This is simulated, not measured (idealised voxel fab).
process module | voxel spacer lines
The figure presents cross-section cut, which has a width of 300 nm and is divided into square cells with an edge length of 5 nm.
Cross-section layout: square cells on a grid; listed as bands, top to bottom; a band spans one or more cell rows. Each band's line starts with the height of the band's top and of its bottom, in nm. Then come its materials from left to right, each with its width in nm. One material with "edge to edge" fills the band from edge to edge. "air" is empty space. Convention: height 0 is the level below which the wafer, as received, is all one material. The lowest band does not terminate at the bottom but continues downward, represented as "0 nm and below". The width entry "30 to 40" should be interpreted row by row: the top row of cells in the band takes the first number, the bottom row takes the second number, and the change between adjacent rows is uniform throughout. Step note "nothing got changed" = no cross-section cell changed. This entry, "Closed void catalog", enumerates those empty regions of no fewer than 8 cells that possess no open connection to the top. Each region is reported in the form width x height at distance, the distance being taken from the left edge, with all three quantities expressed in nm. Where a step's line continues beyond its settings, the continuation is a remark by the simulator itself on that step. overlay nm: step with mask; distance mask lay right of planned place; negative value = left of planned place.
-- plan
1,RECEIVE [material Si]
2,CONFORMAL_DEP [material SiO2] [thk nm 10]
3,DIRECTIONAL_DEP [material polySi] [thk nm 15]
4,DIRECTIONAL_DEP [material aC] [thk nm 25]
5,PATTERN [tone cover] [mask id MANDREL] [material resist] [width nm 15] [pitch nm 50] [thk nm 30] [overlay nm 0]
6,DIRECTIONAL_ETCH [etch materials aC] [depth nm 25]
7,STRIP [etch materials resist]
8,CONFORMAL_DEP [material SiN] [thk nm 10]
9,DIRECTIONAL_ETCH [etch materials SiN] [depth nm 10]
10,STRIP [etch materials aC]
11,DIRECTIONAL_ETCH [etch materials polySi] [depth nm 15]
12,STRIP [etch materials SiN]
13,FILL_DEP [material lowk] [thk nm 5]
14,CMP [height nm 25]
-- Received-state cross-section, reflecting completion of step 1
0 nm and below: Si edge to edge
Closed void catalog: none
-- Cross-section, first of two wafers, end of module, run as planned
25 nm to 10 nm: lowk=105, then polySi=10, then lowk=15, then polySi=10, then lowk=15, then polySi=10, then lowk=15, then polySi=10, then lowk=110
10 nm to 0 nm: SiO2 edge to edge
0 nm and below: Si edge to edge
Closed void catalog: none
-- Module end: cross-section of wafer two of two. Same start and process plan as the first wafer. One mistake during execution
25 nm to 10 nm: lowk=105, then polySi=10, then lowk=20, then polySi=10, then lowk=10, then polySi=10, then lowk=20, then polySi=10, then lowk=105
10 nm to 0 nm: SiO2 edge to edge
0 nm and below: Si edge to edge
Closed void catalog: none
Deviation from plan: step 5 ran with different settings than intended, the actual operation and settings being PATTERN [tone cover] [mask id MANDREL] [material resist] [width nm 20] [pitch nm 50] [thk nm 30] [overlay nm 0]
Comparing end states, the material composition by cell count is preserved from the first wafer to the second, while the locations of the cells are not.
